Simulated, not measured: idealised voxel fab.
process module | voxel plated lines
cross-section cut | 225 nm wide | cells 5 nm
A cross-section is a grid of square cells, given in bands from the top down. A band is one or more rows of cells.
Each band's line starts with the height of the band's top and of its bottom, in nm. Then come its materials from left to right, each with its width in nm. One material with "throughout" fills the band from edge to edge. "air" is empty space.
Height 0 is the level under which the wafer as received is all one material. The lowest band goes on downwards, as in "0 down".
A width such as "30 to 40" changes by the same amount from each row of cells to the next, from the band's top row to its bottom row.
"no change" after a step means that no cell of the cross-section changed.
closed voids: empty space of 8 cells or more with no open way to the top, each as width x height at its distance from the left edge, in nm
after a step's settings: what the simulator itself notes on the step
overlay nm, on a step with a mask: how far to the right of its planned place the mask lay; to the left if negative
plan
1 op RECEIVE | material Si
2 op CONFORMAL_DEP | material Al2O3 | thk nm 15
3 op DIRECTIONAL_DEP | material TiN | thk nm 5
4 op PATTERN | tone open | mask id LINES | material resist | width nm 20 | pitch nm 45 | thk nm 30 | overlay nm 0
5 op EPI | material Ru | thk nm 5
6 op EPI | material Ru | thk nm 10
7 op STRIP | etch materials resist
8 op DIRECTIONAL_ETCH | etch materials TiN | depth nm 5
9 op CONFORMAL_DEP | material SiN | thk nm 5
first wafer, as planned
as received, after step 1
  0 down: Si throughout
  closed voids: none
after step 2
  15 to 0: Al2O3 throughout
  below 0: unchanged
after step 3
  20 to 15: TiN throughout
  below 15: unchanged
after step 4
  50 to 20: resist 35 | air 20 | resist 25 | air 20 | resist 25 | air 20 | resist 25 | air 20 | resist 35
  below 20: unchanged
after step 5
  50 to 25: resist 35 | air 20 | resist 25 | air 20 | resist 25 | air 20 | resist 25 | air 20 | resist 35
  25 to 20: resist 35 | Ru 20 | resist 25 | Ru 20 | resist 25 | Ru 20 | resist 25 | Ru 20 | resist 35
  below 20: unchanged
after step 6
  50 to 35: resist 35 | air 20 | resist 25 | air 20 | resist 25 | air 20 | resist 25 | air 20 | resist 35
  35 to 20: resist 35 | Ru 20 | resist 25 | Ru 20 | resist 25 | Ru 20 | resist 25 | Ru 20 | resist 35
  below 20: unchanged
after step 7
  35 to 20: air 35 | Ru 20 | air 25 | Ru 20 | air 25 | Ru 20 | air 25 | Ru 20 | air 35
  below 20: unchanged
after step 8
  35 to 20: air 35 | Ru 20 | air 25 | Ru 20 | air 25 | Ru 20 | air 25 | Ru 20 | air 35
  20 to 15: air 35 | TiN 20 | air 25 | TiN 20 | air 25 | TiN 20 | air 25 | TiN 20 | air 35
  below 15: unchanged
after step 9
  40 to 35: air 30 | SiN 30 | air 15 | SiN 30 | air 15 | SiN 30 | air 15 | SiN 30 | air 30
  35 to 20: air 30 | SiN 5 | Ru 20 | SiN 5 | air 15 | SiN 5 | Ru 20 | SiN 5 | air 15 | SiN 5 | Ru 20 | SiN 5 | air 15 | SiN 5 | Ru 20 | SiN 5 | air 30
  20 to 15: SiN 35 | TiN 20 | SiN 25 | TiN 20 | SiN 25 | TiN 20 | SiN 25 | TiN 20 | SiN 35
  below 15: unchanged
second wafer: like start, like plan, one mistake. Through step 3 it matches the first wafer
when step 4 should have ended
  50 to 20: resist 40 | air 20 | resist 25 | air 20 | resist 25 | air 20 | resist 25 | air 20 | resist 30
  below 20: unchanged
when step 5 should have ended
  50 to 25: resist 40 | air 20 | resist 25 | air 20 | resist 25 | air 20 | resist 25 | air 20 | resist 30
  25 to 20: resist 40 | Ru 20 | resist 25 | Ru 20 | resist 25 | Ru 20 | resist 25 | Ru 20 | resist 30
  below 20: unchanged
when step 6 should have ended
  50 to 35: resist 40 | air 20 | resist 25 | air 20 | resist 25 | air 20 | resist 25 | air 20 | resist 30
  35 to 20: resist 40 | Ru 20 | resist 25 | Ru 20 | resist 25 | Ru 20 | resist 25 | Ru 20 | resist 30
  below 20: unchanged
when step 7 should have ended
  35 to 20: air 40 | Ru 20 | air 25 | Ru 20 | air 25 | Ru 20 | air 25 | Ru 20 | air 30
  below 20: unchanged
when step 8 should have ended
  35 to 20: air 40 | Ru 20 | air 25 | Ru 20 | air 25 | Ru 20 | air 25 | Ru 20 | air 30
  20 to 15: air 40 | TiN 20 | air 25 | TiN 20 | air 25 | TiN 20 | air 25 | TiN 20 | air 30
  below 15: unchanged
when step 9 should have ended
  40 to 35: air 35 | SiN 30 | air 15 | SiN 30 | air 15 | SiN 30 | air 15 | SiN 30 | air 25
  35 to 20: air 35 | SiN 5 | Ru 20 | SiN 5 | air 15 | SiN 5 | Ru 20 | SiN 5 | air 15 | SiN 5 | Ru 20 | SiN 5 | air 15 | SiN 5 | Ru 20 | SiN 5 | air 25
  20 to 15: SiN 40 | TiN 20 | SiN 25 | TiN 20 | SiN 25 | TiN 20 | SiN 25 | TiN 20 | SiN 30
  below 15: unchanged
what went wrong: step 4 ran as: op PATTERN | tone open | mask id LINES | material resist | width nm 20 | pitch nm 45 | thk nm 30 | overlay nm 5
at the end the second wafer has, in cells: as many of each material as the first, in other places
